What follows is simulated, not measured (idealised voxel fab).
The process module that follows is named voxel plated lines.
Xsec cut, 270 nm wide, square cell size 5 nm.
Throughout this document, each cross-section is represented as a grid of square cells and is presented as a sequence of bands enumerated from the top downward, where a band comprises one or more rows of cells.
Band entry format. Leading values: height of top, height of bottom, nm. Remainder: materials in left-to-right order, each with its width in nm. Special words: "full width" on a single material, which then fills the band edge to edge; "air", empty space.
All heights in this document are referenced to 0, defined as the level beneath which the wafer, as received, consists entirely of one material. The lowest band is not bounded below; it extends indefinitely downward and is written in the form "0..down".
A width given as "30..40" starts at the first number in the band's top row and ends at the second number in its bottom row, shifting by an equal amount at every step from row to row.
You'll sometimes find "remains unaltered" written for a step, and that's the way of saying that nowhere in the cross-section did a cell change during that step.
Closed-off voids of 8+ cells (no open route to the top) go in "Sealed void list", written width x height at distance from the left edge, in nm.
Step line, after settings: the simulator's comment on this step.
A step's line can hold "overlay nm"; with a mask on that step, the setting says how far right of the planned place the mask lay, while a negative setting says it lay to the left.
SO HERE'S THE LINEUP OF PROCESS STEPS WE PLANNED
- 1: RECEIVE: material Si
- 2: CONFORMAL_DEP: material SiO2, thk nm 10
- 3: DIRECTIONAL_DEP: material TiN, thk nm 5
- 4: PATTERN: tone open, mask id LINES, material resist, width nm 25, pitch nm 40, thk nm 20, overlay nm 0
- 5: EPI: material Ru, thk nm 5
- 6: STRIP: etch materials resist
- 7: DIRECTIONAL_ETCH: etch materials TiN, depth nm 5
- 8: CONFORMAL_DEP: material SiN, thk nm 5
INCOMING WAFER, CROSS-SECTIONAL VIEW, POST STEP 1
	0..down: Si full width
	Sealed void list: none
CROSS-SECTION, FIRST OF TWO WAFERS, END OF MODULE, RUN AS PLANNED
	25..20: air: 75; SiN: 35; air: 5; SiN: 35; air: 5; SiN: 35; air: 80
	20..15: air: 75; SiN: 5; Ru: 25; SiN: 5; air: 5; SiN: 5; Ru: 25; SiN: 5; air: 5; SiN: 5; Ru: 25; SiN: 5; air: 80
	15..10: SiN: 80; TiN: 25; SiN: 15; TiN: 25; SiN: 15; TiN: 25; SiN: 85
	10..0: SiO2 full width
	0..down: Si full width
	Sealed void list: none
THIS CROSS-SECTION BELONGS TO THE SECOND WAFER OF TWO AT THE END OF THE MODULE; THE START AND THE PLAN WERE SHARED WITH THE FIRST, AND THE RUN INCLUDED ONE MISTAKE
	25..20: air: 80; SiN: 35; air: 5; SiN: 35; air: 5; SiN: 35; air: 75
	20..15: air: 80; SiN: 5; Ru: 25; SiN: 5; air: 5; SiN: 5; Ru: 25; SiN: 5; air: 5; SiN: 5; Ru: 25; SiN: 5; air: 75
	15..10: SiN: 85; TiN: 25; SiN: 15; TiN: 25; SiN: 15; TiN: 25; SiN: 80
	10..0: SiO2 full width
	0..down: Si full width
	Sealed void list: none
Which mistake was made when the wafer was run? note that step 4 departed from the planned setting and was carried out as PATTERN: tone open, mask id LINES, material resist, width nm 25, pitch nm 40, thk nm 20, overlay nm 5
Heads up: at the end the two wafers have identical cell counts per material, they're just laid out differently.
